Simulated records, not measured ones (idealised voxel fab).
Process module heading - voxel air gaps
FYI the section here is cut, 300 nm wide, cells are 5 nm squares.
Cross-section format: a grid of square cells, given as bands from top to bottom; each band is one or more rows of cells.
Top, bottom (nm), then materials left to right with widths (nm); lone material tagged "everywhere" fills the whole band edge to edge; "blank" = empty space.
Where do heights start? At 0: under that level the wafer as delivered is made of one material only. And the lowest band has no floor; it just carries on downward, as in "z 0 and below".
A width such as "30 to 40" changes by the same amount from each row of cells to the next, from the band's top row to its bottom row.
"no change occurred" -> step changed no cross-section cell.
Each empty space that has no open way to the top and spans at least 8 cells appears under "Catalogued sealed voids" as width x height at distance, the distance counted from the left edge, all in nm.
What comes after the settings on a step's line is commentary from the simulator itself on that step.
overlay nm: mask offset rightward from planned place, masked step; negative means leftward offset.
**Process steps foreseen in the plan**
1. RECEIVE,material Si
2. CONFORMAL_DEP,material SiO2,thk nm 10
3. CONFORMAL_DEP,material SiN,thk nm 5
4. DIRECTIONAL_DEP,material SiO2,thk nm 40
5. MASKED_ETCH,tone open,mask id LINES,width nm 15,pitch nm 45,etch materials SiO2,depth nm 40,overlay nm 0
6. CONFORMAL_DEP,material TiN,thk nm 5
7. FILL_DEP,material W,thk nm 10
8. CMP,height nm 55
9. EPI,material Ru,thk nm 10
10. SELECTIVE_ETCH,etch materials SiO2,depth nm 50
11. CONFORMAL_DEP,material SiN,thk nm 5
Heads up: all these wafers start the same, and what changes between them is the width nm in step 5. The value you see in the plan is just what the first wafer got.
**Cross-section of the first incoming wafer of several, state after step 1**
* z 0 and below = Si everywhere
* Catalogued sealed voids: none
**Post step 11, the closing step of the module: first of several wafers, cross-sectioned**
* z 70 to 65 = blank 60 nm, then SiN 180 nm, then blank 60 nm
* z 65 to 55 = blank 60 nm, then SiN 5 nm, then Ru 35 nm, then SiN 10 nm, then Ru 35 nm, then SiN 10 nm, then Ru 35 nm, then SiN 10 nm, then Ru 35 nm, then SiN 5 nm, then blank 60 nm
* z 55 to 50 = blank 60 nm, then SiN 15 nm, then TiN 5 nm, then W 5 nm, then TiN 5 nm, then SiN 30 nm, then TiN 5 nm, then W 5 nm, then TiN 5 nm, then SiN 30 nm, then TiN 5 nm, then W 5 nm, then TiN 5 nm, then SiN 30 nm, then TiN 5 nm, then W 5 nm, then TiN 5 nm, then SiN 15 nm, then blank 60 nm
* z 50 to 20 = blank 70 nm, then SiN 5 nm, then TiN 5 nm, then W 5 nm, then TiN 5 nm, then SiN 5 nm, then blank 20 nm, then SiN 5 nm, then TiN 5 nm, then W 5 nm, then TiN 5 nm, then SiN 5 nm, then blank 20 nm, then SiN 5 nm, then TiN 5 nm, then W 5 nm, then TiN 5 nm, then SiN 5 nm, then blank 20 nm, then SiN 5 nm, then TiN 5 nm, then W 5 nm, then TiN 5 nm, then SiN 5 nm, then blank 70 nm
* z 20 to 15 = SiN 75 nm, then TiN 15 nm, then SiN 30 nm, then TiN 15 nm, then SiN 30 nm, then TiN 15 nm, then SiN 30 nm, then TiN 15 nm, then SiN 75 nm
* z 15 to 10 = SiN everywhere
* z 10 to 0 = SiO2 everywhere
* z 0 and below = Si everywhere
* Catalogued sealed voids: 20 x 30 at 95; 20 x 30 at 140; 20 x 30 at 185
**Last wafer x-sec, end of module**
* z 70 to 65 = blank 50 nm, then SiN 195 nm, then blank 55 nm
* z 65 to 55 = blank 50 nm, then SiN 5 nm, then Ru 185 nm, then SiN 5 nm, then blank 55 nm
* z 55 to 50 = blank 50 nm, then SiN 15 nm, then TiN 5 nm, then W 20 nm, then TiN 5 nm, then SiO2 15 nm, then TiN 5 nm, then W 20 nm, then TiN 5 nm, then SiO2 15 nm, then TiN 5 nm, then W 20 nm, then TiN 5 nm, then SiO2 15 nm, then TiN 5 nm, then W 20 nm, then TiN 5 nm, then SiN 15 nm, then blank 55 nm
* z 50 to 20 = blank 60 nm, then SiN 5 nm, then TiN 5 nm, then W 20 nm, then TiN 5 nm, then SiO2 15 nm, then TiN 5 nm, then W 20 nm, then TiN 5 nm, then SiO2 15 nm, then TiN 5 nm, then W 20 nm, then TiN 5 nm, then SiO2 15 nm, then TiN 5 nm, then W 20 nm, then TiN 5 nm, then SiN 5 nm, then blank 65 nm
* z 20 to 15 = SiN 65 nm, then TiN 30 nm, then SiO2 15 nm, then TiN 30 nm, then SiO2 15 nm, then TiN 30 nm, then SiO2 15 nm, then TiN 30 nm, then SiN 70 nm
* z 15 to 10 = SiN everywhere
* z 10 to 0 = SiO2 everywhere
* z 0 and below = Si everywhere
* Catalogued sealed voids: none
**Where each wafer stands at the end of the module, a row apiece: cells of each material gained (+) or lost (-) since it was received, then closed voids**
width nm 15; +56 Ru; +232 SiN; +120 SiO2; +68 TiN; +28 W; Catalogued sealed voids: 20 x 30 at 95; 20 x 30 at 140; 20 x 30 at 185
width nm 20; +64 Ru; +220 SiN; +120 SiO2; +72 TiN; +56 W; Catalogued sealed voids: 15 x 30 at 95; 15 x 30 at 140; 15 x 30 at 185
width nm 25; +72 Ru; +148 SiN; +216 SiO2; +76 TiN; +84 W; Catalogued sealed voids: none
width nm 30; +74 Ru; +148 SiN; +192 SiO2; +80 TiN; +112 W; Catalogued sealed voids: none
